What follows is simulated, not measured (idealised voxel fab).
This section sets out a process module, namely voxel quadruple lines.
Section shown: cut. Width: 215 nm. Cell size: 5 nm, square.
Each cross-section below is a grid of square cells, stated as bands in top-down order, with one or more rows of cells making up each band. What a band's entry tells you: where the top is and where the bottom is, as heights in nm, and after that what lies inside, material by material from left to right, each with its width in nm. Empty space is written as the word "blank", and a single material marked with the word "throughout" occupies the band from edge to edge. All heights in this document are referenced to 0, defined as the level beneath which the wafer, as received, consists entirely of one material. The lowest band is not bounded below; it extends indefinitely downward and is written in the form "z 0 and below". Graded width ("30..40"): value in top row of band = first number; value in bottom row = second number; row-to-row change constant. For the purposes of this document, the phrase "all unchanged" attached to a step denotes that no cell within the cross-section was modified by that step. Heads up: "Closed void listing" only lists the empty pockets with no open path to the top that are 8 cells or more, and it writes them as width x height at distance, distance from the left edge, in nm. Post-settings text on a step line: simulator's own remark regarding the step. The optional step-line setting "overlay nm" applies to steps with a mask and quantifies how far to the right of its planned location the mask lay, a negative value indicating leftward placement.
BELOW IS THE LIST OF PLANNED PROCESS STEPS
step 1: RECEIVE,material Si
step 2: CONFORMAL_DEP,material Al2O3,thk nm 10
step 3: DIRECTIONAL_DEP,material W,thk nm 15
step 4: DIRECTIONAL_DEP,material polySi,thk nm 20
step 5: DIRECTIONAL_DEP,material aC,thk nm 20
step 6: PATTERN,tone cover,mask id MANDREL,material resist,width nm 25,thk nm 25,overlay nm 0
step 7: DIRECTIONAL_ETCH,etch materials aC,depth nm 20
step 8: STRIP,etch materials resist
step 9: CONFORMAL_DEP,material SiO2,thk nm 15
step 10: DIRECTIONAL_ETCH,etch materials SiO2,depth nm 15
step 11: STRIP,etch materials aC
step 12: DIRECTIONAL_ETCH,etch materials polySi,depth nm 20
step 13: STRIP,etch materials SiO2
step 14: CONFORMAL_DEP,material SiCN,thk nm 5
step 15: DIRECTIONAL_ETCH,etch materials SiCN,depth nm 5
step 16: STRIP,etch materials polySi
step 17: DIRECTIONAL_ETCH,etch materials W,depth nm 15
step 18: STRIP,etch materials SiCN
step 19: FILL_DEP,material SiO2,thk nm 5
step 20: CMP,height nm 25
FIRST OF TWO WAFERS: RUN AS PLANNED
INCOMING WAFER, CROSS-SECTIONAL VIEW, POST STEP 1
    z 0 and below | Si throughout
    Closed void listing: none
ONCE STEP 2 IS THROUGH, THE WAFER LOOKS LIKE THIS IN CROSS-SECTION
    z 10 to 0 | Al2O3 throughout
    Whatever lies below 0 is exactly as it was before.
ONCE STEP 3 IS THROUGH, THE WAFER LOOKS LIKE THIS IN CROSS-SECTION
    z 25 to 10 | W throughout
    Whatever lies below 10 is exactly as it was before.
ONCE STEP 4 IS THROUGH, THE WAFER LOOKS LIKE THIS IN CROSS-SECTION
    z 45 to 25 | polySi throughout
    Whatever lies below 25 is exactly as it was before.
ONCE STEP 5 IS THROUGH, THE WAFER LOOKS LIKE THIS IN CROSS-SECTION
    z 65 to 45 | aC throughout
    Whatever lies below 45 is exactly as it was before.
ONCE STEP 6 IS THROUGH, THE WAFER LOOKS LIKE THIS IN CROSS-SECTION
    z 90 to 65 | blank=95, resist=25, blank=95
    Whatever lies below 65 is exactly as it was before.
ONCE STEP 7 IS THROUGH, THE WAFER LOOKS LIKE THIS IN CROSS-SECTION
    z 70 to 65 | blank=95, resist=25, blank=95
    z 65 to 45 | blank=95, aC=25, blank=95
    Whatever lies below 45 is exactly as it was before.
ONCE STEP 8 IS THROUGH, THE WAFER LOOKS LIKE THIS IN CROSS-SECTION
    z 65 to 45 | blank=95, aC=25, blank=95
    Whatever lies below 45 is exactly as it was before.
ONCE STEP 9 IS THROUGH, THE WAFER LOOKS LIKE THIS IN CROSS-SECTION
    z 80 to 65 | blank=80, SiO2=55, blank=80
    z 65 to 60 | blank=80, SiO2=15, aC=25, SiO2=15, blank=80
    z 60 to 45 | SiO2=95, aC=25, SiO2=95
    Whatever lies below 45 is exactly as it was before.
ONCE STEP 10 IS THROUGH, THE WAFER LOOKS LIKE THIS IN CROSS-SECTION
    z 65 to 45 | blank=80, SiO2=15, aC=25, SiO2=15, blank=80
    Whatever lies below 45 is exactly as it was before.
ONCE STEP 11 IS THROUGH, THE WAFER LOOKS LIKE THIS IN CROSS-SECTION
    z 65 to 45 | blank=80, SiO2=15, blank=25, SiO2=15, blank=80
    Whatever lies below 45 is exactly as it was before.
ONCE STEP 12 IS THROUGH, THE WAFER LOOKS LIKE THIS IN CROSS-SECTION
    z 65 to 45 | blank=80, SiO2=15, blank=25, SiO2=15, blank=80
    z 45 to 25 | blank=80, polySi=15, blank=25, polySi=15, blank=80
    Whatever lies below 25 is exactly as it was before.
ONCE STEP 13 IS THROUGH, THE WAFER LOOKS LIKE THIS IN CROSS-SECTION
    z 45 to 25 | blank=80, polySi=15, blank=25, polySi=15, blank=80
    Whatever lies below 25 is exactly as it was before.
ONCE STEP 14 IS THROUGH, THE WAFER LOOKS LIKE THIS IN CROSS-SECTION
    z 50 to 45 | blank=75, SiCN=25, blank=15, SiCN=25, blank=75
    z 45 to 30 | blank=75, SiCN=5, polySi=15, SiCN=5, blank=15, SiCN=5, polySi=15, SiCN=5, blank=75
    z 30 to 25 | SiCN=80, polySi=15, SiCN=25, polySi=15, SiCN=80
    Whatever lies below 25 is exactly as it was before.
ONCE STEP 15 IS THROUGH, THE WAFER LOOKS LIKE THIS IN CROSS-SECTION
    z 45 to 25 | blank=75, SiCN=5, polySi=15, SiCN=5, blank=15, SiCN=5, polySi=15, SiCN=5, blank=75
    Whatever lies below 25 is exactly as it was before.
ONCE STEP 16 IS THROUGH, THE WAFER LOOKS LIKE THIS IN CROSS-SECTION
    z 45 to 25 | blank=75, SiCN=5, blank=15, SiCN=5, blank=15, SiCN=5, blank=15, SiCN=5, blank=75
    Whatever lies below 25 is exactly as it was before.
ONCE STEP 17 IS THROUGH, THE WAFER LOOKS LIKE THIS IN CROSS-SECTION
    z 45 to 25 | blank=75, SiCN=5, blank=15, SiCN=5, blank=15, SiCN=5, blank=15, SiCN=5, blank=75
    z 25 to 10 | blank=75, W=5, blank=15, W=5, blank=15, W=5, blank=15, W=5, blank=75
    Whatever lies below 10 is exactly as it was before.
ONCE STEP 18 IS THROUGH, THE WAFER LOOKS LIKE THIS IN CROSS-SECTION
    z 25 to 10 | blank=75, W=5, blank=15, W=5, blank=15, W=5, blank=15, W=5, blank=75
    Whatever lies below 10 is exactly as it was before.
ONCE STEP 19 IS THROUGH, THE WAFER LOOKS LIKE THIS IN CROSS-SECTION
    z 30 to 25 | SiO2 throughout
    z 25 to 10 | SiO2=75, W=5, SiO2=15, W=5, SiO2=15, W=5, SiO2=15, W=5, SiO2=75
    Whatever lies below 10 is exactly as it was before.
ONCE STEP 20 IS THROUGH, THE WAFER LOOKS LIKE THIS IN CROSS-SECTION
    z 25 to 10 | SiO2=75, W=5, SiO2=15, W=5, SiO2=15, W=5, SiO2=15, W=5, SiO2=75
    Whatever lies below 10 is exactly as it was before.
THE SECOND WAFER WAS PREPARED FROM THE SAME STARTING POINT AND UNDER THE SAME PLAN AS THE FIRST; ITS PROCESSING CONTAINED ONE MISTAKE, AND IT REMAINS INDISTINGUISHABLE FROM THE FIRST WAFER UP TO AND INCLUDING STEP 2
SECOND WAFER: CROSS-SECTION AT THE SCHEDULED END OF STEP 3
    z 25 to 10 | aC throughout
    Whatever lies below 10 is exactly as it was before.
SECOND WAFER: CROSS-SECTION AT THE SCHEDULED END OF STEP 4
    z 45 to 25 | polySi throughout
    Whatever lies below 25 is exactly as it was before.
SECOND WAFER: CROSS-SECTION AT THE SCHEDULED END OF STEP 5
    z 65 to 45 | aC throughout
    Whatever lies below 45 is exactly as it was before.
SECOND WAFER: CROSS-SECTION AT THE SCHEDULED END OF STEP 6
    z 90 to 65 | blank=95, resist=25, blank=95
    Whatever lies below 65 is exactly as it was before.
SECOND WAFER: CROSS-SECTION AT THE SCHEDULED END OF STEP 7
    z 70 to 65 | blank=95, resist=25, blank=95
    z 65 to 45 | blank=95, aC=25, blank=95
    Whatever lies below 45 is exactly as it was before.
SECOND WAFER: CROSS-SECTION AT THE SCHEDULED END OF STEP 8
    z 65 to 45 | blank=95, aC=25, blank=95
    Whatever lies below 45 is exactly as it was before.
SECOND WAFER: CROSS-SECTION AT THE SCHEDULED END OF STEP 9
    z 80 to 65 | blank=80, SiO2=55, blank=80
    z 65 to 60 | blank=80, SiO2=15, aC=25, SiO2=15, blank=80
    z 60 to 45 | SiO2=95, aC=25, SiO2=95
    Whatever lies below 45 is exactly as it was before.
SECOND WAFER: CROSS-SECTION AT THE SCHEDULED END OF STEP 10
    z 65 to 45 | blank=80, SiO2=15, aC=25, SiO2=15, blank=80
    Whatever lies below 45 is exactly as it was before.
SECOND WAFER: CROSS-SECTION AT THE SCHEDULED END OF STEP 11
    z 65 to 45 | blank=80, SiO2=15, blank=25, SiO2=15, blank=80
    Whatever lies below 45 is exactly as it was before.
SECOND WAFER: CROSS-SECTION AT THE SCHEDULED END OF STEP 12
    z 65 to 45 | blank=80, SiO2=15, blank=25, SiO2=15, blank=80
    z 45 to 25 | blank=80, polySi=15, blank=25, polySi=15, blank=80
    Whatever lies below 25 is exactly as it was before.
SECOND WAFER: CROSS-SECTION AT THE SCHEDULED END OF STEP 13
    z 45 to 25 | blank=80, polySi=15, blank=25, polySi=15, blank=80
    Whatever lies below 25 is exactly as it was before.
SECOND WAFER: CROSS-SECTION AT THE SCHEDULED END OF STEP 14
    z 50 to 45 | blank=75, SiCN=25, blank=15, SiCN=25, blank=75
    z 45 to 30 | blank=75, SiCN=5, polySi=15, SiCN=5, blank=15, SiCN=5, polySi=15, SiCN=5, blank=75
    z 30 to 25 | SiCN=80, polySi=15, SiCN=25, polySi=15, SiCN=80
    Whatever lies below 25 is exactly as it was before.
SECOND WAFER: CROSS-SECTION AT THE SCHEDULED END OF STEP 15
    z 45 to 25 | blank=75, SiCN=5, polySi=15, SiCN=5, blank=15, SiCN=5, polySi=15, SiCN=5, blank=75
    Whatever lies below 25 is exactly as it was before.
SECOND WAFER: CROSS-SECTION AT THE SCHEDULED END OF STEP 16
    z 45 to 25 | blank=75, SiCN=5, blank=15, SiCN=5, blank=15, SiCN=5, blank=15, SiCN=5, blank=75
    Whatever lies below 25 is exactly as it was before.
Second wafer: cross-section at the scheduled end of step 17: all unchanged
SECOND WAFER: CROSS-SECTION AT THE SCHEDULED END OF STEP 18
    z 25 to 10 | aC throughout
    Whatever lies below 10 is exactly as it was before.
SECOND WAFER: CROSS-SECTION AT THE SCHEDULED END OF STEP 19
    z 30 to 25 | SiO2 throughout
    Whatever lies below 25 is exactly as it was before.
SECOND WAFER: CROSS-SECTION AT THE SCHEDULED END OF STEP 20
    z 25 to 10 | aC throughout
    Whatever lies below 10 is exactly as it was before.
Processing error: rather than as planned, step 3 actually ran as DIRECTIONAL_DEP,material aC,thk nm 15
Final tally in cells, some materials are higher or lower on the second wafer than on the first: SiO2 -117; W -12; aC +129
